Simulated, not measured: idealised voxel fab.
process module | voxel ribs on slabs
cross-section cut | 275 nm wide | cells 5 nm
A cross-section is a grid of square cells, given in bands from the top down. A band is one or more rows of cells.
Each band's line starts with the height of the band's top and of its bottom, in nm. Then come its materials from left to right, each with its width in nm. One material with "throughout" fills the band from edge to edge. "air" is empty space.
Height 0 is the level under which the wafer as received is all one material. The lowest band goes on downwards, as in "0 down".
A width such as "30 to 40" changes by the same amount from each row of cells to the next, from the band's top row to its bottom row.
"no change" after a step means that no cell of the cross-section changed.
closed voids: empty space of 8 cells or more with no open way to the top, each as width x height at its distance from the left edge, in nm
after a step's settings: what the simulator itself notes on the step
overlay nm, on a step with a mask: how far to the right of its planned place the mask lay; to the left if negative
plan
1 op RECEIVE | material Si
2 op DIRECTIONAL_DEP | material SiO2 | thk nm 25
3 op DIRECTIONAL_DEP | material SiN | thk nm 25
4 op PATTERN | tone cover | mask id RIB | material resist | width nm 25 | thk nm 15 | overlay nm 0
5 op DIRECTIONAL_ETCH | etch materials SiN | depth nm 20
6 op STRIP | etch materials resist
7 op MASKED_ETCH | tone cover | mask id SLAB | width nm 85 | etch materials SiN | depth nm 5 | overlay nm 0
8 op FILL_DEP | material SiO2 | thk nm 25
9 op CMP | height nm 70
10 op DIRECTIONAL_DEP | material W | thk nm 5
11 op MASKED_ETCH | tone cover | mask id HEATER | width nm 35 | etch materials W | depth nm 5 | overlay nm 0
12 op CONFORMAL_DEP | material SiO2 | thk nm 10
as received, after step 1
  0 down: Si throughout
  closed voids: none
first wafer at the end, as planned
  85 to 80: air 110 | SiO2 55 | air 110
  80 to 75: SiO2 throughout
  75 to 70: SiO2 120 | W 35 | SiO2 120
  70 to 50: SiO2 throughout
  50 to 30: SiO2 125 | SiN 25 | SiO2 125
  30 to 25: SiO2 95 | SiN 85 | SiO2 95
  25 to 0: SiO2 throughout
  0 down: Si throughout
  closed voids: none
second wafer at the end: like start, like plan, one mistake
  85 to 80: air 110 | SiO2 55 | air 110
  80 to 75: SiO2 throughout
  75 to 70: SiO2 120 | W 35 | SiO2 120
  70 to 25: SiN throughout
  25 to 0: SiO2 throughout
  0 down: Si throughout
  closed voids: none
what went wrong: step 8 ran as: op FILL_DEP | material SiN | thk nm 25
at the end the second wafer has, in cells: 458 more of SiN | 458 fewer of SiO2
